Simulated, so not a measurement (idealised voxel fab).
Name of the process module below: voxel capacitor over wiring
Shown is cross-section cut, with a width of 260 nm and square cells of size 5 nm.
A cross-section in this document is a grid of square cells, and it is written down as bands, the top band listed before the ones below it; a band is made up of one or more rows of cells. Read a band's entry like this: the first values are the height of its top and the height of its bottom in nm, and what follows is the sequence of materials from left to right, each with its width in nm. Note that "air" is empty space, and that a single material marked "full width" reaches across the band from edge to edge. Below 0: as-received wafer, all one material; heights counted from there. Lowest band: no bottom, goes on down, written "0 down". The width entry "30->40" should be interpreted row by row: the top row of cells in the band takes the first number, the bottom row takes the second number, and the change between adjacent rows is uniform throughout. When a step is marked "changes: none", none of the cells in the cross-section changed during that step. Closed-off voids of 8+ cells (no open route to the top) go in "closed voids", written width x height at distance from the left edge, in nm. after a step's settings: what the simulator itself notes on the step. A step line may carry the setting "overlay nm", which, for steps involving a mask, states the distance by which the mask lay to the right of its intended position; negative values denote displacement to the left.
PLANNED STEP LIST FOR THE PROCESS
1,RECEIVE [material Si]
2,CONFORMAL_DEP [material SiO2] [thk nm 15]
3,DIRECTIONAL_DEP [material TiN] [thk nm 5]
4,DIRECTIONAL_DEP [material W] [thk nm 25]
5,DIRECTIONAL_DEP [material aC] [thk nm 10]
6,PATTERN [tone cover] [mask id METAL_1] [material resist] [width nm 20] [pitch nm 85] [thk nm 25] [overlay nm 0]
7,DIRECTIONAL_ETCH [etch materials aC] [depth nm 10]
8,STRIP [etch materials resist]
9,DIRECTIONAL_ETCH [etch materials W] [depth nm 25]
10,DIRECTIONAL_ETCH [etch materials TiN] [depth nm 5]
11,STRIP [etch materials aC]
12,CONFORMAL_DEP [material SiN] [thk nm 5]
13,FILL_DEP [material SiO2] [thk nm 5]
14,CMP [height nm 45]
15,CONFORMAL_DEP [material SiCN] [thk nm 5]
16,DIRECTIONAL_DEP [material lowk] [thk nm 10]
17,MASKED_ETCH [tone open] [mask id PLUG_1] [width nm 15] [etch materials lowk] [depth nm 10] [overlay nm 0]
18,MASKED_ETCH [tone open] [mask id PLUG_1] [width nm 15] [etch materials SiCN] [depth nm 5] [overlay nm 0]
19,CONFORMAL_DEP [material TiN] [thk nm 5]
20,FILL_DEP [material Cu] [thk nm 10]
21,CMP [height nm 60]
22,DIRECTIONAL_DEP [material TiN] [thk nm 10]
23,DIRECTIONAL_DEP [material HfO2] [thk nm 5]
24,DIRECTIONAL_DEP [material TiN] [thk nm 5]
25,DIRECTIONAL_DEP [material aC] [thk nm 15]
26,PATTERN [tone cover] [mask id UPPER_PLATE] [material resist] [width nm 70] [thk nm 35] [overlay nm 0]
27,DIRECTIONAL_ETCH [etch materials aC] [depth nm 15]
28,STRIP [etch materials resist]
29,DIRECTIONAL_ETCH [etch materials TiN] [depth nm 5]
30,DIRECTIONAL_ETCH [etch materials HfO2] [depth nm 5]
31,STRIP [etch materials aC]
32,MASKED_ETCH [tone cover] [mask id LOWER_PLATE] [width nm 80] [etch materials TiN] [depth nm 10] [overlay nm 0]
33,FILL_DEP [material SiO2] [thk nm 20]
34,CMP [height nm 95]
35,PATTERN [tone open] [mask id PLUG_2] [material resist] [width nm 15] [thk nm 15] [overlay nm 0]
36,DIRECTIONAL_ETCH [etch materials SiO2] [depth nm 15]
37,STRIP [etch materials resist]
38,CONFORMAL_DEP [material TiN] [thk nm 5]
39,FILL_DEP [material Cu] [thk nm 5]
40,CMP [height nm 95]
41,CONFORMAL_DEP [material SiN] [thk nm 5]
INCOMING WAFER IN CROSS-SECTION (STATE: AFTER STEP 1)
> 0 down: Si full width
> closed voids: none
THE MODULE WAS RUN FROM THE START SHOWN ABOVE USING THE PLAN SHOWN ABOVE, BUT ONE MISTAKE WAS MADE DOING IT; THE RESULTING WAFER CROSS-SECTION IS BELOW
> 100 to 95: SiN full width
> 95 to 85: SiO2 90 | TiN 5 | Cu 5 | TiN 5 | SiO2 155
> 85 to 75: SiO2 90->80 | TiN 15->70 | SiO2 155->110
> 75 to 70: SiO2 80 | HfO2 70 | SiO2 110
> 70 to 60: SiO2 75 | TiN 80 | SiO2 105
> 60 to 50: lowk 80 | TiN 5 | Cu 5 | TiN 5 | lowk 165
> 50 to 45: SiCN 80 | TiN 15 | SiCN 165
> 45 to 20: W 75 | SiN 5 | SiO2 10 | SiN 5 | W 65 | SiN 5 | SiO2 10 | SiN 5 | W 80
> 20 to 15: TiN 75 | SiN 20 | TiN 65 | SiN 20 | TiN 80
> 15 to 0: SiO2 full width
> 0 down: Si full width
> closed voids: none
Which mistake was made when the wafer was run? off-plan run, step 6, actual operation and settings PATTERN [tone open] [mask id METAL_1] [material resist] [width nm 20] [pitch nm 85] [thk nm 25] [overlay nm 0]
